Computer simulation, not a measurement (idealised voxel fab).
process module | voxel ribs on slabs
cross-section cut | 275 nm wide | cells 5 nm
A cross-section is a grid of square cells, given in bands from the top down. A band is one or more rows of cells.
Each band's line starts with the height of the band's top and of its bottom, in nm. Then come its materials from left to right, each with its width in nm. One material with "throughout" fills the band from edge to edge. "air" is empty space.
Height 0 is the level under which the wafer as received is all one material. The lowest band goes on downwards, as in "0 down".
A width such as "30 to 40" changes by the same amount from each row of cells to the next, from the band's top row to its bottom row.
"no change" after a step means that no cell of the cross-section changed.
closed voids: empty space of 8 cells or more with no open way to the top, each as width x height at its distance from the left edge, in nm
after a step's settings: what the simulator itself notes on the step
overlay nm, on a step with a mask: how far to the right of its planned place the mask lay; to the left if negative
plan
1 op RECEIVE | material Si
2 op DIRECTIONAL_DEP | material SiO2 | thk nm 20
3 op DIRECTIONAL_DEP | material polySi | thk nm 15
4 op MASKED_ETCH | tone cover | mask id RIB | width nm 15 | etch materials polySi | depth nm 5 | overlay nm 0
5 op PATTERN | tone cover | mask id SLAB | material resist | width nm 45 | thk nm 20 | overlay nm 0
6 op DIRECTIONAL_ETCH | etch materials polySi | depth nm 10
7 op STRIP | etch materials resist
8 op FILL_DEP | material SiO2 | thk nm 25
9 op CMP | height nm 55
10 op DIRECTIONAL_DEP | material W | thk nm 10
11 op MASKED_ETCH | tone cover | mask id HEATER | width nm 25 | etch materials W | depth nm 10 | overlay nm 0
12 op CONFORMAL_DEP | material SiO2 | thk nm 5
first wafer, as planned
as received, after step 1
  0 down: Si throughout
  closed voids: none
after step 2
  20 to 0: SiO2 throughout
  below 0: unchanged
after step 3
  35 to 20: polySi throughout
  below 20: unchanged
after step 4
  35 to 30: air 130 | polySi 15 | air 130
  below 30: unchanged
after step 5
  55 to 35: air 115 | resist 45 | air 115
  35 to 30: air 115 | resist 15 | polySi 15 | resist 15 | air 115
  below 30: unchanged
after step 6
  55 to 35: air 115 | resist 45 | air 115
  35 to 30: air 115 | resist 15 | polySi 15 | resist 15 | air 115
  30 to 20: air 115 | polySi 45 | air 115
  below 20: unchanged
after step 7
  35 to 30: air 130 | polySi 15 | air 130
  below 30: unchanged
after step 8
  60 to 35: SiO2 throughout
  35 to 30: SiO2 130 | polySi 15 | SiO2 130
  30 to 20: SiO2 115 | polySi 45 | SiO2 115
  below 20: unchanged
after step 9
  55 to 35: SiO2 throughout
  below 35: unchanged
after step 10
  65 to 55: W throughout
  below 55: unchanged
after step 11
  65 to 55: air 125 | W 25 | air 125
  below 55: unchanged
after step 12
  70 to 65: air 120 | SiO2 35 | air 120
  65 to 60: air 120 | SiO2 5 | W 25 | SiO2 5 | air 120
  60 to 55: SiO2 125 | W 25 | SiO2 125
  below 55: unchanged
second wafer: like start, like plan, one mistake. Through step 1 it matches the first wafer
when step 2 should have ended
  15 to 0: polySi throughout
  below 0: unchanged
when step 3 should have ended
  35 to 15: SiO2 throughout
  below 15: unchanged
when step 4 should have ended: no change
when step 5 should have ended
  55 to 35: air 115 | resist 45 | air 115
  below 35: unchanged
when step 6 should have ended: no change
when step 7 should have ended
  35 to 15: SiO2 throughout
  below 15: unchanged
when step 8 should have ended
  60 to 15: SiO2 throughout
  below 15: unchanged
when step 9 should have ended
  55 to 15: SiO2 throughout
  below 15: unchanged
when step 10 should have ended
  65 to 55: W throughout
  below 55: unchanged
when step 11 should have ended
  65 to 55: air 125 | W 25 | air 125
  below 55: unchanged
when step 12 should have ended
  70 to 65: air 120 | SiO2 35 | air 120
  65 to 60: air 120 | SiO2 5 | W 25 | SiO2 5 | air 120
  60 to 55: SiO2 125 | W 25 | SiO2 125
  below 55: unchanged
what went wrong: steps 2 and 3 were swapped
at the end the second wafer has, in cells: 144 fewer of SiO2 | 144 more of polySi
